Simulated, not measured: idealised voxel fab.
Process module name: voxel capacitor over wiring
We display cut, a cross-section 235 nm in width whose square cells are each 5 nm.
A cross-section is written here as square cells arranged in a grid, and it is given in bands from the top down, each band taking up one or more rows of cells.
This entry defines a band. It first specifies the height of the band's top and the height of its bottom in nm, and then specifies the band's materials from left to right, stating each material with its width in nm. The word "throughout" identifies a single material that fills the band from edge to edge, while the word "blank" identifies empty space.
Heights are reckoned from 0. Under this level, the received wafer is all of one material. The bottommost band is open-ended downward, for example "z 0 and below".
You'd read "30 to 40" like this: the band's top row of cells is as wide as the first number, its bottom row is as wide as the second, and going down, every row changes width by the same amount as the row before did.
Where a step carries "no change", the cross-section came out of it unchanged, cell for cell.
The list in "Enclosed void inventory" covers empty spaces of 8 cells or more that cannot reach the top through any open way, and it gives each as width x height at distance; the distance is from the left edge, and width, height and distance are in nm.
Post-settings text on a step line: simulator's own remark regarding the step.
On any step carrying a mask, the "overlay nm" setting, if present on the step's line, tells how far right of its planned place the mask lay; negative values point to the left.

### Steps in the process plan
- 1: RECEIVE: material Si
- 2: CONFORMAL_DEP: material SiO2, thk nm 15
- 3: DIRECTIONAL_DEP: material TiN, thk nm 5
- 4: DIRECTIONAL_DEP: material W, thk nm 20
- 5: DIRECTIONAL_DEP: material aC, thk nm 15
- 6: PATTERN: tone cover, mask id METAL_1, material resist, width nm 25, pitch nm 85, thk nm 35, overlay nm 0
- 7: DIRECTIONAL_ETCH: etch materials aC, depth nm 15
- 8: STRIP: etch materials resist
- 9: DIRECTIONAL_ETCH: etch materials W, depth nm 20
- 10: DIRECTIONAL_ETCH: etch materials TiN, depth nm 5
- 11: STRIP: etch materials aC
- 12: FILL_DEP: material SiO2, thk nm 10
- 13: CMP: height nm 40
- 14: CONFORMAL_DEP: material SiCN, thk nm 5
- 15: DIRECTIONAL_DEP: material lowk, thk nm 15
- 16: MASKED_ETCH: tone open, mask id PLUG_1, width nm 15, etch materials lowk, depth nm 15, overlay nm 0
- 17: MASKED_ETCH: tone open, mask id PLUG_1, width nm 15, etch materials SiCN, depth nm 5, overlay nm 0
- 18: CONFORMAL_DEP: material TiN, thk nm 5
- 19: FILL_DEP: material Ru, thk nm 10
- 20: CMP: height nm 60
- 21: DIRECTIONAL_DEP: material TiN, thk nm 5
- 22: DIRECTIONAL_DEP: material SiN, thk nm 5
- 23: DIRECTIONAL_DEP: material TiN, thk nm 10
- 24: DIRECTIONAL_DEP: material aC, thk nm 10
- 25: PATTERN: tone cover, mask id UPPER_PLATE, material resist, width nm 65, thk nm 25, overlay nm 0
- 26: DIRECTIONAL_ETCH: etch materials aC, depth nm 10
- 27: STRIP: etch materials resist
- 28: DIRECTIONAL_ETCH: etch materials TiN, depth nm 10
- 29: DIRECTIONAL_ETCH: etch materials SiN, depth nm 5
- 30: STRIP: etch materials aC
- 31: DIRECTIONAL_DEP: material aC, thk nm 10
- 32: PATTERN: tone cover, mask id LOWER_PLATE, material resist, width nm 75, thk nm 30, overlay nm 0
- 33: DIRECTIONAL_ETCH: etch materials aC, depth nm 10
- 34: STRIP: etch materials resist
- 35: DIRECTIONAL_ETCH: etch materials TiN, depth nm 5
- 36: STRIP: etch materials aC
- 37: FILL_DEP: material SiO2, thk nm 15
- 38: CMP: height nm 90
- 39: PATTERN: tone open, mask id PLUG_2, material resist, width nm 15, thk nm 20, overlay nm 0
- 40: DIRECTIONAL_ETCH: etch materials SiO2, depth nm 10
- 41: STRIP: etch materials resist
- 42: CONFORMAL_DEP: material TiN, thk nm 5
- 43: FILL_DEP: material Cu, thk nm 5
- 44: CMP: height nm 90
- 45: CONFORMAL_DEP: material SiN, thk nm 5

### Step 1 complete: cross-section of the wafer as received
    z 0 and below | Si throughout
    Enclosed void inventory: none

### Post-module cross-section of the first of two wafers (run per plan)
    z 95 to 90 | SiN throughout
    z 90 to 85 | 80 of SiO2 / 5 of TiN / 5 of Cu / 5 of TiN / 140 of SiO2
    z 85 to 80 | 80 of SiO2 / 15 of TiN / 140 of SiO2
    z 80 to 70 | 70 of SiO2 / 65 of TiN / 100 of SiO2
    z 70 to 65 | 70 of SiO2 / 65 of SiN / 100 of SiO2
    z 65 to 60 | 65 of SiO2 / 75 of TiN / 95 of SiO2
    z 60 to 45 | 70 of lowk / 5 of TiN / 5 of Ru / 5 of TiN / 150 of lowk
    z 45 to 40 | 70 of SiCN / 15 of TiN / 150 of SiCN
    z 40 to 20 | 60 of SiO2 / 25 of W / 60 of SiO2 / 25 of W / 65 of SiO2
    z 20 to 15 | 60 of SiO2 / 25 of TiN / 60 of SiO2 / 25 of TiN / 65 of SiO2
    z 15 to 0 | SiO2 throughout
    z 0 and below | Si throughout
    Enclosed void inventory: none

### Second wafer cross-section at end of module - shared start and plan with the first, one mistake in the run
    z 95 to 90 | SiN throughout
    z 90 to 85 | 80 of SiO2 / 5 of TiN / 5 of Cu / 5 of TiN / 140 of SiO2
    z 85 to 80 | 80 of SiO2 / 15 of TiN / 140 of SiO2
    z 80 to 70 | 70 of SiO2 / 65 of TiN / 100 of SiO2
    z 70 to 65 | 70 of SiO2 / 65 of SiN / 100 of SiO2
    z 65 to 60 | 65 of SiO2 / 75 of TiN / 95 of SiO2
    z 60 to 50 | 75 of lowk / 5 of TiN / 5 of Ru / 5 of TiN / 145 of lowk
    z 50 to 45 | 75 of lowk / 15 of TiN / 145 of lowk
    z 45 to 40 | 75 of SiCN / 10 of TiN / 150 of SiCN
    z 40 to 20 | 60 of SiO2 / 25 of W / 60 of SiO2 / 25 of W / 65 of SiO2
    z 20 to 15 | 60 of SiO2 / 25 of TiN / 60 of SiO2 / 25 of TiN / 65 of SiO2
    z 15 to 0 | SiO2 throughout
    z 0 and below | Si throughout
    Enclosed void inventory: none
What was the processing mistake? step 16: run off-plan, actual operation and settings MASKED_ETCH: tone open, mask id PLUG_1, width nm 15, etch materials lowk, depth nm 15, overlay nm 5
In the final state, the cell counts of the second wafer exceed or fall short of those of the first for the following materials: 1 fewer of Ru | 1 more of SiCN
